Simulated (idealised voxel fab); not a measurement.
The process module that follows is named voxel gate over fins.
Cross-section cut spans 250 nm and uses square cells 5 nm in size.
Notation: cross-section as square-cell grid; stated in bands, top first, going down; one or more cell rows per band. Band: top height; bottom height; in nm. Then, left to right: material with width in nm, for each material. "all across": a single material spanning edge to edge. "empty": empty space. Measure heights from 0. That's the level where, below it, the as-received wafer is all one material. The lowest band is bottomless and extends downward; write it as in "0 -> down". When a width is written as two numbers, as in "30..40", the first number is the width in the top row of cells of the band and the second is the width in its bottom row, and the width changes by the same amount from each row to the next. The cross-section has no changed cell in any step marked "all unchanged". This entry, "Unvented internal voids", enumerates those empty regions of no fewer than 8 cells that possess no open connection to the top. Each region is reported in the form width x height at distance, the distance being taken from the left edge, with all three quantities expressed in nm. Formally, on a step line, whatever follows the settings is a remark that the simulator itself makes on the step. A step line may carry the setting "overlay nm", which, for steps involving a mask, states the distance by which the mask lay to the right of its intended position; negative values denote displacement to the left.
List of planned process steps:
1: RECEIVE,material Si
2: CONFORMAL_DEP,material SiN,thk nm 5
3: MASKED_ETCH,tone cover,mask id FINS,width nm 15,pitch nm 35,etch materials SiN,depth nm 5,overlay nm 0
4: MASKED_ETCH,tone cover,mask id FINS,width nm 15,pitch nm 35,etch materials Si,depth nm 40,overlay nm 0
5: FILL_DEP,material SiO2,thk nm 15
6: CMP,height nm 5
7: SELECTIVE_ETCH,etch materials SiO2,depth nm 15
8: STRIP,etch materials SiN
9: CONFORMAL_DEP,material HfO2,thk nm 5
10: CONFORMAL_DEP,material TiN,thk nm 5
11: FILL_DEP,material W,thk nm 10
12: CMP,height nm 15
13: CONFORMAL_DEP,material SiN,thk nm 5
Below: the first of two wafers, run as planned:
Cross-section of the wafer at receipt, which is the condition after step 1:
	0 -> down = Si all across
	Unvented internal voids: none
Step 2 done - wafer cross-section:
	5 -> 0 = SiN all across
	At heights below 0, the structure remains unaltered.
Step 3 done - wafer cross-section:
	5 -> 0 = 100 empty | 15 SiN | 20 empty | 15 SiN | 100 empty
	At heights below 0, the structure remains unaltered.
Step 4 done - wafer cross-section:
	5 -> 0 = 100 empty | 15 SiN | 20 empty | 15 SiN | 100 empty
	0 -> -40 = 100 empty | 15 Si | 20 empty | 15 Si | 100 empty
	At heights below -40, the structure remains unaltered.
Step 5 done - wafer cross-section:
	20 -> 5 = SiO2 all across
	5 -> 0 = 100 SiO2 | 15 SiN | 20 SiO2 | 15 SiN | 100 SiO2
	0 -> -40 = 100 SiO2 | 15 Si | 20 SiO2 | 15 Si | 100 SiO2
	At heights below -40, the structure remains unaltered.
Step 6 done - wafer cross-section:
	5 -> 0 = 100 SiO2 | 15 SiN | 20 SiO2 | 15 SiN | 100 SiO2
	At heights below 0, the structure remains unaltered.
Step 7 done - wafer cross-section:
	5 -> 0 = 100 empty | 15 SiN | 20 empty | 15 SiN | 100 empty
	0 -> -10 = 100 empty | 15 Si | 20 empty | 15 Si | 100 empty
	At heights below -10, the structure remains unaltered.
Step 8 done - wafer cross-section:
	0 -> -10 = 100 empty | 15 Si | 20 empty | 15 Si | 100 empty
	At heights below -10, the structure remains unaltered.
Step 9 done - wafer cross-section:
	5 -> 0 = 95 empty | 25 HfO2 | 10 empty | 25 HfO2 | 95 empty
	0 -> -5 = 95 empty | 5 HfO2 | 15 Si | 5 HfO2 | 10 empty | 5 HfO2 | 15 Si | 5 HfO2 | 95 empty
	-5 -> -10 = 100 HfO2 | 15 Si | 20 HfO2 | 15 Si | 100 HfO2
	At heights below -10, the structure remains unaltered.
Step 10 done - wafer cross-section:
	10 -> 5 = 90 empty | 70 TiN | 90 empty
	5 -> 0 = 90 empty | 5 TiN | 25 HfO2 | 10 TiN | 25 HfO2 | 5 TiN | 90 empty
	0 -> -5 = 95 TiN | 5 HfO2 | 15 Si | 5 HfO2 | 10 TiN | 5 HfO2 | 15 Si | 5 HfO2 | 95 TiN
	At heights below -5, the structure remains unaltered.
Step 11 done - wafer cross-section:
	20 -> 10 = W all across
	10 -> 5 = 90 W | 70 TiN | 90 W
	5 -> 0 = 90 W | 5 TiN | 25 HfO2 | 10 TiN | 25 HfO2 | 5 TiN | 90 W
	At heights below 0, the structure remains unaltered.
Step 12 done - wafer cross-section:
	15 -> 10 = W all across
	At heights below 10, the structure remains unaltered.
Step 13 done - wafer cross-section:
	20 -> 15 = SiN all across
	At heights below 15, the structure remains unaltered.
For the second wafer, take the first wafer's start and plan, then add one mistake made in running it; everything through step 6, that step included, is shared with the first:
Cross-section of the second wafer at the time by which step 7 should have been completed according to the plan:
	5 -> 0 = 100 SiO2 | 15 empty | 20 SiO2 | 15 empty | 100 SiO2
	At heights below 0, the structure remains unaltered.
Cross-section of the second wafer at the time by which step 8 should have been completed according to the plan:
	0 -> -10 = 100 empty | 15 Si | 20 empty | 15 Si | 100 empty
	-10 -> -15 = 85 SiO2 | 15 empty | 15 Si | 20 empty | 15 Si | 15 empty | 85 SiO2
	At heights below -15, the structure remains unaltered.
Cross-section of the second wafer at the time by which step 9 should have been completed according to the plan:
	5 -> 0 = 95 empty | 25 HfO2 | 10 empty | 25 HfO2 | 95 empty
	0 -> -5 = 95 empty | 5 HfO2 | 15 Si | 5 HfO2 | 10 empty | 5 HfO2 | 15 Si | 5 HfO2 | 95 empty
	-5 -> -10 = 90 HfO2 | 5 empty | 5 HfO2 | 15 Si | 5 HfO2 | 10 empty | 5 HfO2 | 15 Si | 5 HfO2 | 5 empty | 90 HfO2
	-10 -> -15 = 85 SiO2 | 15 HfO2 | 15 Si | 20 HfO2 | 15 Si | 15 HfO2 | 85 SiO2
	At heights below -15, the structure remains unaltered.
Cross-section of the second wafer at the time by which step 10 should have been completed according to the plan:
	10 -> 5 = 90 empty | 70 TiN | 90 empty
	5 -> 0 = 90 empty | 5 TiN | 25 HfO2 | 10 TiN | 25 HfO2 | 5 TiN | 90 empty
	0 -> -5 = 95 TiN | 5 HfO2 | 15 Si | 5 HfO2 | 10 TiN | 5 HfO2 | 15 Si | 5 HfO2 | 95 TiN
	-5 -> -10 = 90 HfO2 | 5 TiN | 5 HfO2 | 15 Si | 5 HfO2 | 10 TiN | 5 HfO2 | 15 Si | 5 HfO2 | 5 TiN | 90 HfO2
	At heights below -10, the structure remains unaltered.
Cross-section of the second wafer at the time by which step 11 should have been completed according to the plan:
	20 -> 10 = W all across
	10 -> 5 = 90 W | 70 TiN | 90 W
	5 -> 0 = 90 W | 5 TiN | 25 HfO2 | 10 TiN | 25 HfO2 | 5 TiN | 90 W
	At heights below 0, the structure remains unaltered.
Cross-section of the second wafer at the time by which step 12 should have been completed according to the plan:
	15 -> 10 = W all across
	At heights below 10, the structure remains unaltered.
Cross-section of the second wafer at the time by which step 13 should have been completed according to the plan:
	20 -> 15 = SiN all across
	At heights below 15, the structure remains unaltered.
What was done differently from what was planned? steps 7 and 8 of the plan were run in the wrong order, each in the other's place
Materials where the second wafer ends with more or fewer cells than the first: HfO2 +6 | SiO2 -10 | TiN +4
